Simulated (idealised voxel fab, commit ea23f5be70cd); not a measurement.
The process module presented herein is designated voxel self aligned contacts.
Shown is cross-section cut, with a width of 170 nm and square cells of size 5 nm.
In this document a cross-section is written as a grid of square cells. It is given as a series of bands, listed from the top down, and a band is one or more rows of cells. It is stipulated that each band's entry specify, in nanometres, the height of the top of the band and then that of its bottom, followed by the materials of the band in left-to-right sequence, each together with its width in nanometres. A single material marked by the word "all across" is understood to fill the band from edge to edge; the word "air" is understood to denote empty space. Basically, 0 is our baseline, since under it the wafer straight out of the box is all one material. The bottom band has no lower end and keeps on going down, so it looks like "0 down". Width: "30..40" (first number = top row, second number = bottom row, same change from row to row of cells). When a step is marked "nothing altered", none of the cells in the cross-section changed during that step. "closed voids" contains a list of empty spaces, each no smaller than 8 cells and without an open way to the top, written in the form width x height at distance with the distance from the left edge and all three in nm. If you see something after the settings on a step's line, that's the simulator's own remark about that step. The line of a step may include "overlay nm". On a step with a mask, this value is how far to the right of its planned place the mask lay. A negative value means the mask lay to the left. Each pair of cross-sections that follows straddles one process step: the one shows the state before the step, the other the state after it, down to the lowest band that changed and no further. The step in question, and its settings, are given under the pair. Note that a pair is not necessarily a continuation of the pair above it, since pairs can come from different runs of this module on the same starting wafer; it is a continuation only where its entry headed "Status before step" says so.

# Status before step
65 to 40: 25 of SiO2  50 of SiN  5 of TiN  10 of W  5 of TiN  50 of SiN  25 of SiO2
40 to 15: 25 of SiO2  10 of SiN  30 of polySi  10 of SiN  5 of TiN  10 of W  5 of TiN  10 of SiN  30 of polySi  10 of SiN  25 of SiO2
15 to 10: 25 of SiO2  10 of SiN  30 of polySi  10 of SiN  20 of TiN  10 of SiN  30 of polySi  10 of SiN  25 of SiO2
10 to 5: polySi all across
5 to 0: SiO2 all across
0 down: Si all across
closed voids: none

# Cut View, Post-Step
70 to 65: SiN all across
Anything lower than 65 is untouched.
closed voids: none
Process step separating the two views above: CONFORMAL_DEP (material SiN; thk nm 5)

# Status before step
60 to 35: SiN all across
35 to 5: polySi all across
5 to 0: SiO2 all across
0 down: Si all across
closed voids: none

# Cut View, Post-Step
60 to 35: 40 of air  25 of SiN  45 of air  25 of SiN  35 of air
Anything lower than 35 is untouched.
closed voids: none
Process step separating the two views above: MASKED_ETCH (tone cover; mask id GATE; width nm 25; pitch nm 70; etch materials SiN; depth nm 25; overlay nm 0)

Status before step: cross-section not repeated; it is the one shown after the step in the pair just above.

# Cut View, Post-Step
60 to 35: 40 of air  25 of SiN  45 of air  25 of SiN  35 of air
35 to 5: 35 of air  30 of polySi  40 of air  30 of polySi  35 of air
Anything lower than 5 is untouched.
closed voids: none
Process step separating the two views above: MASKED_ETCH (tone cover; mask id GATE; width nm 30; pitch nm 70; etch materials polySi; depth nm 30; overlay nm 0)

Status before step: cross-section not repeated; it is the one shown after the step in the pair just above.

# Cut View, Post-Step
70 to 45: 30 of air  45 of SiN  25 of air  45 of SiN  25 of air
45 to 35: 25 of air  50 of SiN  20 of air  50 of SiN  25 of air
35 to 15: 25 of air  10 of SiN  30 of polySi  10 of SiN  20 of air  10 of SiN  30 of polySi  10 of SiN  25 of air
15 to 5: 35 of SiN  30 of polySi  40 of SiN  30 of polySi  35 of SiN
Anything lower than 5 is untouched.
closed voids: none
Process step separating the two views above: CONFORMAL_DEP (material SiN; thk nm 10)

Status before step: cross-section not repeated; it is the one shown after the step in the pair just above.

# Cut View, Post-Step
60 to 35: 30 of air  45 of SiN  25 of air  45 of SiN  25 of air
35 to 5: 25 of air  10 of SiN  30 of polySi  10 of SiN  20 of air  10 of SiN  30 of polySi  10 of SiN  25 of air
Anything lower than 5 is untouched.
closed voids: none
Process step separating the two views above: DIRECTIONAL_ETCH (etch materials SiN; depth nm 10)

Status before step: cross-section not repeated; it is the one shown after the step in the pair just above.

# Cut View, Post-Step
70 to 60: SiO2 all across
60 to 35: 30 of SiO2  45 of SiN  25 of SiO2  45 of SiN  25 of SiO2
35 to 5: 25 of SiO2  10 of SiN  30 of polySi  10 of SiN  20 of SiO2  10 of SiN  30 of polySi  10 of SiN  25 of SiO2
Anything lower than 5 is untouched.
closed voids: none
Process step separating the two views above: FILL_DEP (material SiO2; thk nm 10)

Status before step: cross-section not repeated; it is the one shown after the step in the pair just above.

# Cut View, Post-Step
65 to 60: SiO2 all across
Anything lower than 60 is untouched.
closed voids: none
Process step separating the two views above: CMP (height nm 65)

Status before step: cross-section not repeated; it is the one shown after the step in the pair just above.

# Cut View, Post-Step
80 to 65: aC all across
Anything lower than 65 is untouched.
closed voids: none
Process step separating the two views above: DIRECTIONAL_DEP (material aC; thk nm 15)

Status before step: cross-section not repeated; it is the one shown after the step in the pair just above.

# Cut View, Post-Step
115 to 80: 60 of resist  50 of air  60 of resist
Anything lower than 80 is untouched.
closed voids: none
Process step separating the two views above: PATTERN (tone open; mask id CONTACT; material resist; width nm 50; thk nm 35; overlay nm 0)

Status before step: cross-section not repeated; it is the one shown after the step in the pair just above.

# Cut View, Post-Step
100 to 80: 60 of resist  50 of air  60 of resist
80 to 65: 60 of aC  50 of air  60 of aC
Anything lower than 65 is untouched.
closed voids: none
Process step separating the two views above: DIRECTIONAL_ETCH (etch materials aC; depth nm 15)

Status before step: cross-section not repeated; it is the one shown after the step in the pair just above.

# Cut View, Post-Step
80 to 65: 60 of aC  50 of air  60 of aC
Anything lower than 65 is untouched.
closed voids: none
Process step separating the two views above: STRIP (etch materials resist)

Status before step: cross-section not repeated; it is the one shown after the step in the pair just above.

# Cut View, Post-Step
80 to 65: 60 of aC  50 of air  60 of aC
65 to 60: 60 of SiO2  50 of air  60 of SiO2
60 to 35: 30 of SiO2  45 of SiN  25 of air  45 of SiN  25 of SiO2
35 to 5: 25 of SiO2  10 of SiN  30 of polySi  10 of SiN  20 of air  10 of SiN  30 of polySi  10 of SiN  25 of SiO2
5 to 0: 75 of SiO2  20 of air  75 of SiO2
Anything lower than 0 is untouched.
closed voids: none
Process step separating the two views above: DIRECTIONAL_ETCH (etch materials SiO2; depth nm 65)

Status before step: cross-section not repeated; it is the one shown after the step in the pair just above.

# Cut View, Post-Step
65 to 60: 60 of SiO2  50 of air  60 of SiO2
Anything lower than 60 is untouched.
closed voids: none
Process step separating the two views above: STRIP (etch materials aC)

Status before step: cross-section not repeated; it is the one shown after the step in the pair just above.

# Cut View, Post-Step
70 to 65: 65 of TiN  40 of air  65 of TiN
65 to 60: 60 of SiO2  20 of TiN  15 of air  15 of TiN  60 of SiO2
60 to 40: 30 of SiO2  45 of SiN  5 of TiN  15 of air  5 of TiN  45 of SiN  25 of SiO2
40 to 35: 30 of SiO2  45 of SiN  5 of TiN  10 of air  10 of TiN  45 of SiN  25 of SiO2
35 to 5: 25 of SiO2  10 of SiN  30 of polySi  10 of SiN  5 of TiN  10 of air  5 of TiN  10 of SiN  30 of polySi  10 of SiN  25 of SiO2
5 to 0: 75 of SiO2  20 of TiN  75 of SiO2
Anything lower than 0 is untouched.
closed voids: none
Process step separating the two views above: CONFORMAL_DEP (material TiN; thk nm 5)

Status before step: cross-section not repeated; it is the one shown after the step in the pair just above.

# Cut View, Post-Step
75 to 70: W all across
70 to 65: 65 of TiN  40 of W  65 of TiN
65 to 60: 60 of SiO2  20 of TiN  15 of W  15 of TiN  60 of SiO2
60 to 40: 30 of SiO2  45 of SiN  5 of TiN  15 of W  5 of TiN  45 of SiN  25 of SiO2
40 to 35: 30 of SiO2  45 of SiN  5 of TiN  10 of W  10 of TiN  45 of SiN  25 of SiO2
35 to 5: 25 of SiO2  10 of SiN  30 of polySi  10 of SiN  5 of TiN  10 of W  5 of TiN  10 of SiN  30 of polySi  10 of SiN  25 of SiO2
Anything lower than 5 is untouched.
closed voids: none
Process step separating the two views above: FILL_DEP (material W; thk nm 5)

Status before step: cross-section not repeated; it is the one shown after the step in the pair just above.

# Cut View, Post-Step
65 to 60: 60 of SiO2  20 of TiN  15 of W  15 of TiN  60 of SiO2
Anything lower than 60 is untouched.
closed voids: none
Process step separating the two views above: CMP (height nm 65)

Status before step: cross-section not repeated; it is the one shown after the step in the pair just above.

# Cut View, Post-Step
70 to 65: SiN all across
Anything lower than 65 is untouched.
closed voids: none
Process step separating the two views above: CONFORMAL_DEP (material SiN; thk nm 5)

# Status before step
60 to 35: 35 of air  30 of SiN  40 of air  30 of SiN  35 of air
35 to 5: polySi all across
5 to 0: SiO2 all across
0 down: Si all across
closed voids: none

# Cut View, Post-Step
60 to 35: 35 of air  30 of SiN  40 of air  30 of SiN  35 of air
35 to 5: 25 of air  40 of polySi  30 of air  40 of polySi  35 of air
Anything lower than 5 is untouched.
closed voids: none
Process step separating the two views above: MASKED_ETCH (tone cover; mask id GATE; width nm 30; pitch nm 70; etch materials polySi; depth nm 30; overlay nm -10)

Status before step: cross-section not repeated; it is the one shown after the step in the pair just above.

# Cut View, Post-Step
70 to 45: 25 of air  50 of SiN  20 of air  50 of SiN  25 of air
45 to 35: 15 of air  60 of SiN  10 of air  60 of SiN  25 of air
35 to 15: 15 of air  10 of SiN  40 of polySi  10 of SiN  10 of air  10 of SiN  40 of polySi  10 of SiN  25 of air
15 to 5: 25 of SiN  40 of polySi  30 of SiN  40 of polySi  35 of SiN
Anything lower than 5 is untouched.
closed voids: none
Process step separating the two views above: CONFORMAL_DEP (material SiN; thk nm 10)

Status before step: cross-section not repeated; it is the one shown after the step in the pair just above.

# Cut View, Post-Step
60 to 35: 25 of air  50 of SiN  20 of air  50 of SiN  25 of air
35 to 5: 15 of air  10 of SiN  40 of polySi  10 of SiN  10 of air  10 of SiN  40 of polySi  10 of SiN  25 of air
Anything lower than 5 is untouched.
closed voids: none
Process step separating the two views above: DIRECTIONAL_ETCH (etch materials SiN; depth nm 10)

Status before step: cross-section not repeated; it is the one shown after the step in the pair just above.

# Cut View, Post-Step
70 to 60: SiO2 all across
60 to 35: 25 of SiO2  50 of SiN  20 of SiO2  50 of SiN  25 of SiO2
35 to 5: 15 of SiO2  10 of SiN  40 of polySi  10 of SiN  10 of SiO2  10 of SiN  40 of polySi  10 of SiN  25 of SiO2
Anything lower than 5 is untouched.
closed voids: none
Process step separating the two views above: FILL_DEP (material SiO2; thk nm 10)

Status before step: cross-section not repeated; it is the one shown after the step in the pair just above.

# Cut View, Post-Step
65 to 60: SiO2 all across
Anything lower than 60 is untouched.
closed voids: none
Process step separating the two views above: CMP (height nm 65)

Status before step: cross-section not repeated; it is the one shown after the step in the pair just above.

# Cut View, Post-Step
80 to 65: aC all across
Anything lower than 65 is untouched.
closed voids: none
Process step separating the two views above: DIRECTIONAL_DEP (material aC; thk nm 15)

Status before step: cross-section not repeated; it is the one shown after the step in the pair just above.

# Cut View, Post-Step
115 to 80: 60 of resist  50 of air  60 of resist
Anything lower than 80 is untouched.
closed voids: none
Process step separating the two views above: PATTERN (tone open; mask id CONTACT; material resist; width nm 50; thk nm 35; overlay nm 0)

Status before step: cross-section not repeated; it is the one shown after the step in the pair just above.

# Cut View, Post-Step
100 to 80: 60 of resist  50 of air  60 of resist
80 to 65: 60 of aC  50 of air  60 of aC
Anything lower than 65 is untouched.
closed voids: none
Process step separating the two views above: DIRECTIONAL_ETCH (etch materials aC; depth nm 15)

Status before step: cross-section not repeated; it is the one shown after the step in the pair just above.

# Cut View, Post-Step
80 to 65: 60 of aC  50 of air  60 of aC
Anything lower than 65 is untouched.
closed voids: none
Process step separating the two views above: STRIP (etch materials resist)

Status before step: cross-section not repeated; it is the one shown after the step in the pair just above.

# Cut View, Post-Step
80 to 65: 60 of aC  50 of air  60 of aC
65 to 60: 60 of SiO2  50 of air  60 of SiO2
60 to 35: 25 of SiO2  50 of SiN  20 of air  50 of SiN  25 of SiO2
35 to 5: 15 of SiO2  10 of SiN  40 of polySi  10 of SiN  10 of air  10 of SiN  40 of polySi  10 of SiN  25 of SiO2
5 to 0: 75 of SiO2  10 of air  85 of SiO2
Anything lower than 0 is untouched.
closed voids: none
Process step separating the two views above: DIRECTIONAL_ETCH (etch materials SiO2; depth nm 65)

Status before step: cross-section not repeated; it is the one shown after the step in the pair just above.

# Cut View, Post-Step
65 to 60: 60 of SiO2  50 of air  60 of SiO2
Anything lower than 60 is untouched.
closed voids: none
Process step separating the two views above: STRIP (etch materials aC)

Status before step: cross-section not repeated; it is the one shown after the step in the pair just above.

# Cut View, Post-Step
70 to 65: 65 of TiN  40 of air  65 of TiN
65 to 60: 60 of SiO2  20 of TiN  10 of air  20 of TiN  60 of SiO2
60 to 40: 25 of SiO2  50 of SiN  5 of TiN  10 of air  5 of TiN  50 of SiN  25 of SiO2
40 to 35: 25 of SiO2  50 of SiN  20 of TiN  50 of SiN  25 of SiO2
35 to 5: 15 of SiO2  10 of SiN  40 of polySi  10 of SiN  10 of TiN  10 of SiN  40 of polySi  10 of SiN  25 of SiO2
5 to 0: 75 of SiO2  10 of TiN  85 of SiO2
Anything lower than 0 is untouched.
closed voids: none
Process step separating the two views above: CONFORMAL_DEP (material TiN; thk nm 5)

Status before step: cross-section not repeated; it is the one shown after the step in the pair just above.

# Cut View, Post-Step
75 to 70: W all across
70 to 65: 65 of TiN  40 of W  65 of TiN
65 to 60: 60 of SiO2  20 of TiN  10 of W  20 of TiN  60 of SiO2
60 to 40: 25 of SiO2  50 of SiN  5 of TiN  10 of W  5 of TiN  50 of SiN  25 of SiO2
Anything lower than 40 is untouched.
closed voids: none
Process step separating the two views above: FILL_DEP (material W; thk nm 5)

Status before step: cross-section not repeated; it is the one shown after the step in the pair just above.

# Cut View, Post-Step
65 to 60: 60 of SiO2  20 of TiN  10 of W  20 of TiN  60 of SiO2
Anything lower than 60 is untouched.
closed voids: none
Process step separating the two views above: CMP (height nm 65)

Status before step: cross-section not repeated; it is the one shown after the step in the pair just above.

# Cut View, Post-Step
70 to 65: SiN all across
Anything lower than 65 is untouched.
closed voids: none
Process step separating the two views above: CONFORMAL_DEP (material SiN; thk nm 5)

# Status before step
35 to 5: polySi all across
5 to 0: SiO2 all across
0 down: Si all across
closed voids: none

# Cut View, Post-Step
60 to 35: W all across
Anything lower than 35 is untouched.
closed voids: none
Process step separating the two views above: DIRECTIONAL_DEP (material W; thk nm 25)

Status before step: cross-section not repeated; it is the one shown after the step in the pair just above.

# Cut View, Post-Step
70 to 60: SiN all across
Anything lower than 60 is untouched.
closed voids: none
Process step separating the two views above: CONFORMAL_DEP (material SiN; thk nm 10)

Status before step: cross-section not repeated; it is the one shown after the step in the pair just above.

# Cut View, Post-Step
60 to 35: W all across
Anything lower than 35 is untouched.
closed voids: none
Process step separating the two views above: DIRECTIONAL_ETCH (etch materials SiN; depth nm 10)

Status before step: cross-section not repeated; it is the one shown after the step in the pair just above.

# Cut View, Post-Step
70 to 60: SiO2 all across
Anything lower than 60 is untouched.
closed voids: none
Process step separating the two views above: FILL_DEP (material SiO2; thk nm 10)

Status before step: cross-section not repeated; it is the one shown after the step in the pair just above.

# Cut View, Post-Step
65 to 60: SiO2 all across
Anything lower than 60 is untouched.
closed voids: none
Process step separating the two views above: CMP (height nm 65)

Status before step: cross-section not repeated; it is the one shown after the step in the pair just above.

# Cut View, Post-Step
80 to 65: aC all across
Anything lower than 65 is untouched.
closed voids: none
Process step separating the two views above: DIRECTIONAL_DEP (material aC; thk nm 15)

Status before step: cross-section not repeated; it is the one shown after the step in the pair just above.

# Cut View, Post-Step
115 to 80: 60 of resist  50 of air  60 of resist
Anything lower than 80 is untouched.
closed voids: none
Process step separating the two views above: PATTERN (tone open; mask id CONTACT; material resist; width nm 50; thk nm 35; overlay nm 0)

Status before step: cross-section not repeated; it is the one shown after the step in the pair just above.

# Cut View, Post-Step
100 to 80: 60 of resist  50 of air  60 of resist
80 to 65: 60 of aC  50 of air  60 of aC
Anything lower than 65 is untouched.
closed voids: none
Process step separating the two views above: DIRECTIONAL_ETCH (etch materials aC; depth nm 15)

Status before step: cross-section not repeated; it is the one shown after the step in the pair just above.

# Cut View, Post-Step
80 to 65: 60 of aC  50 of air  60 of aC
Anything lower than 65 is untouched.
closed voids: none
Process step separating the two views above: STRIP (etch materials resist)

Status before step: cross-section not repeated; it is the one shown after the step in the pair just above.

# Cut View, Post-Step
80 to 65: 60 of aC  50 of air  60 of aC
65 to 60: 60 of SiO2  50 of air  60 of SiO2
Anything lower than 60 is untouched.
closed voids: none
Process step separating the two views above: DIRECTIONAL_ETCH (etch materials SiO2; depth nm 65)

Status before step: cross-section not repeated; it is the one shown after the step in the pair just above.

# Cut View, Post-Step
65 to 60: 60 of SiO2  50 of air  60 of SiO2
Anything lower than 60 is untouched.
closed voids: none
Process step separating the two views above: STRIP (etch materials aC)

Status before step: cross-section not repeated; it is the one shown after the step in the pair just above.

# Cut View, Post-Step
70 to 65: 65 of TiN  40 of air  65 of TiN
65 to 60: 60 of SiO2  50 of TiN  60 of SiO2
Anything lower than 60 is untouched.
closed voids: none
Process step separating the two views above: CONFORMAL_DEP (material TiN; thk nm 5)

Status before step: cross-section not repeated; it is the one shown after the step in the pair just above.

# Cut View, Post-Step
75 to 70: W all across
70 to 65: 65 of TiN  40 of W  65 of TiN
Anything lower than 65 is untouched.
closed voids: none
Process step separating the two views above: FILL_DEP (material W; thk nm 5)

Status before step: cross-section not repeated; it is the one shown after the step in the pair just above.

# Cut View, Post-Step
65 to 60: 60 of SiO2  50 of TiN  60 of SiO2
Anything lower than 60 is untouched.
closed voids: none
Process step separating the two views above: CMP (height nm 65)

Status before step: cross-section not repeated; it is the one shown after the step in the pair just above.

# Cut View, Post-Step
70 to 65: SiN all across
Anything lower than 65 is untouched.
closed voids: none
Process step separating the two views above: CONFORMAL_DEP (material SiN; thk nm 5)

# Status before step
60 to 35: SiN all across
35 to 5: polySi all across
5 to 0: SiO2 all across
0 down: Si all across
closed voids: none

# Cut View, Post-Step
60 to 35: 35 of SiN  30 of air  40 of SiN  30 of air  35 of SiN
Anything lower than 35 is untouched.
closed voids: none
Process step separating the two views above: MASKED_ETCH (tone open; mask id GATE; width nm 30; pitch nm 70; etch materials SiN; depth nm 25; overlay nm 0)

Status before step: cross-section not repeated; it is the one shown after the step in the pair just above.

# Cut View, Post-Step
70 to 45: 45 of SiN  10 of air  60 of SiN  10 of air  45 of SiN
45 to 35: SiN all across
Anything lower than 35 is untouched.
closed voids: none
Process step separating the two views above: CONFORMAL_DEP (material SiN; thk nm 10)

Status before step: cross-section not repeated; it is the one shown after the step in the pair just above.

# Cut View, Post-Step
60 to 35: 45 of SiN  10 of air  60 of SiN  10 of air  45 of SiN
Anything lower than 35 is untouched.
closed voids: none
Process step separating the two views above: DIRECTIONAL_ETCH (etch materials SiN; depth nm 10)

Status before step: cross-section not repeated; it is the one shown after the step in the pair just above.

# Cut View, Post-Step
70 to 60: SiO2 all across
60 to 35: 45 of SiN  10 of SiO2  60 of SiN  10 of SiO2  45 of SiN
Anything lower than 35 is untouched.
closed voids: none
Process step separating the two views above: FILL_DEP (material SiO2; thk nm 10)

Status before step: cross-section not repeated; it is the one shown after the step in the pair just above.

# Cut View, Post-Step
65 to 60: SiO2 all across
Anything lower than 60 is untouched.
closed voids: none
Process step separating the two views above: CMP (height nm 65)

Status before step: cross-section not repeated; it is the one shown after the step in the pair just above.

# Cut View, Post-Step
80 to 65: aC all across
Anything lower than 65 is untouched.
closed voids: none
Process step separating the two views above: DIRECTIONAL_DEP (material aC; thk nm 15)

Status before step: cross-section not repeated; it is the one shown after the step in the pair just above.

# Cut View, Post-Step
115 to 80: 60 of resist  50 of air  60 of resist
Anything lower than 80 is untouched.
closed voids: none
Process step separating the two views above: PATTERN (tone open; mask id CONTACT; material resist; width nm 50; thk nm 35; overlay nm 0)

Status before step: cross-section not repeated; it is the one shown after the step in the pair just above.

# Cut View, Post-Step
100 to 80: 60 of resist  50 of air  60 of resist
80 to 65: 60 of aC  50 of air  60 of aC
Anything lower than 65 is untouched.
closed voids: none
Process step separating the two views above: DIRECTIONAL_ETCH (etch materials aC; depth nm 15)

Status before step: cross-section not repeated; it is the one shown after the step in the pair just above.

# Cut View, Post-Step
80 to 65: 60 of aC  50 of air  60 of aC
Anything lower than 65 is untouched.
closed voids: none
Process step separating the two views above: STRIP (etch materials resist)

Status before step: cross-section not repeated; it is the one shown after the step in the pair just above.

# Cut View, Post-Step
80 to 65: 60 of aC  50 of air  60 of aC
65 to 60: 60 of SiO2  50 of air  60 of SiO2
Anything lower than 60 is untouched.
closed voids: none
Process step separating the two views above: DIRECTIONAL_ETCH (etch materials SiO2; depth nm 65)

Status before step: cross-section not repeated; it is the one shown after the step in the pair just above.

# Cut View, Post-Step
65 to 60: 60 of SiO2  50 of air  60 of SiO2
Anything lower than 60 is untouched.
closed voids: none
Process step separating the two views above: STRIP (etch materials aC)

Status before step: cross-section not repeated; it is the one shown after the step in the pair just above.

# Cut View, Post-Step
70 to 65: 65 of TiN  40 of air  65 of TiN
65 to 60: 60 of SiO2  50 of TiN  60 of SiO2
Anything lower than 60 is untouched.
closed voids: none
Process step separating the two views above: CONFORMAL_DEP (material TiN; thk nm 5)

Status before step: cross-section not repeated; it is the one shown after the step in the pair just above.

# Cut View, Post-Step
75 to 70: W all across
70 to 65: 65 of TiN  40 of W  65 of TiN
Anything lower than 65 is untouched.
closed voids: none
Process step separating the two views above: FILL_DEP (material W; thk nm 5)

Status before step: cross-section not repeated; it is the one shown after the step in the pair just above.

# Cut View, Post-Step
65 to 60: 60 of SiO2  50 of TiN  60 of SiO2
Anything lower than 60 is untouched.
closed voids: none
Process step separating the two views above: CMP (height nm 65)

Status before step: cross-section not repeated; it is the one shown after the step in the pair just above.

# Cut View, Post-Step
70 to 65: SiN all across
Anything lower than 65 is untouched.
closed voids: none
Process step separating the two views above: CONFORMAL_DEP (material SiN; thk nm 5)
